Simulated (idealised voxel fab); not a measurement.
The name of this process module is voxel ribs on slabs.
The cross-section shown here is cut; it is 140 nm wide and divided into square cells measuring 5 nm on a side.
Each cross-section below is a grid of square cells, stated as bands in top-down order, with one or more rows of cells making up each band.
Within each band entry, the heights of the top and of the bottom of the band appear first, in that order and in nm; the materials of the band then follow from left to right, each with its corresponding width in nm. The designation "throughout" on a single material indicates that it fills the band from edge to edge; the designation "air" indicates empty space.
Heights from 0 (as-received wafer is one material below). Bottom band endless downward, as "top 0, no bottom".
Width "30..40": first value at the band's top row of cells, second value at its bottom row, equal change from row to row.
When a step is marked "stayed the same", none of the cells in the cross-section changed during that step.
The entry titled "Enclosed void list" provides the empty spaces that have no open way to the top, restricted to those of 8 cells or more. Each is presented as width x height at distance, the distance being measured from the left edge, with all three in nm.
On a step's line, text after the settings is the simulator commenting on that step.
A step line may carry the setting "overlay nm", which, for steps involving a mask, states the distance by which the mask lay to the right of its intended position; negative values denote displacement to the left.
The planned process steps are enumerated hereunder
1,op RECEIVE | material Si
2,op DIRECTIONAL_DEP | material SiO2 | thk nm 20
3,op DIRECTIONAL_DEP | material SiN | thk nm 15
4,op DIRECTIONAL_DEP | material aC | thk nm 15
5,op PATTERN | tone cover | mask id RIB | material resist | width nm 25 | thk nm 35 | overlay nm 0
6,op DIRECTIONAL_ETCH | etch materials aC | depth nm 15
7,op STRIP | etch materials resist
8,op DIRECTIONAL_ETCH | etch materials SiN | depth nm 10
9,op STRIP | etch materials aC
10,op DIRECTIONAL_DEP | material aC | thk nm 10
11,op PATTERN | tone cover | mask id SLAB | material resist | width nm 75 | thk nm 30 | overlay nm 0
12,op DIRECTIONAL_ETCH | etch materials aC | depth nm 10
13,op STRIP | etch materials resist
14,op DIRECTIONAL_ETCH | etch materials SiN | depth nm 5
15,op STRIP | etch materials aC
16,op FILL_DEP | material SiO2 | thk nm 20
17,op CMP | height nm 50
18,op DIRECTIONAL_DEP | material W | thk nm 10
19,op MASKED_ETCH | tone cover | mask id HEATER | width nm 35 | etch materials W | depth nm 10 | overlay nm 0
20,op CONFORMAL_DEP | material SiO2 | thk nm 10
Step 1 complete: cross-section of the wafer as received
top 0, no bottom  Si throughout
Enclosed void list: none
Sectioned view, first of two wafers, at the close of the module, processed as intended in the plan
top 70, bottom 60  40 air / 55 SiO2 / 45 air
top 60, bottom 50  50 SiO2 / 35 W / 55 SiO2
top 50, bottom 35  SiO2 throughout
top 35, bottom 25  55 SiO2 / 25 SiN / 60 SiO2
top 25, bottom 20  30 SiO2 / 75 SiN / 35 SiO2
top 20, bottom 0  SiO2 throughout
top 0, no bottom  Si throughout
Enclosed void list: none
This is the second of the two wafers, cross-sectioned at the end of the module; it started exactly like the first and was given the same plan, but it was run with one mistake
top 70, bottom 60  40 air / 55 SiO2 / 45 air
top 60, bottom 50  50 SiO2 / 35 W / 55 SiO2
top 50, bottom 15  SiO2 throughout
top 15, bottom 0  SiN throughout
top 0, no bottom  Si throughout
Enclosed void list: none
The mistake made against the process plan was this: so 2 and 3 got swapped relative to the plan, each ran where the other was supposed to
Final tally in cells, some materials are higher or lower on the second wafer than on the first: 59 more of SiN | 59 fewer of SiO2
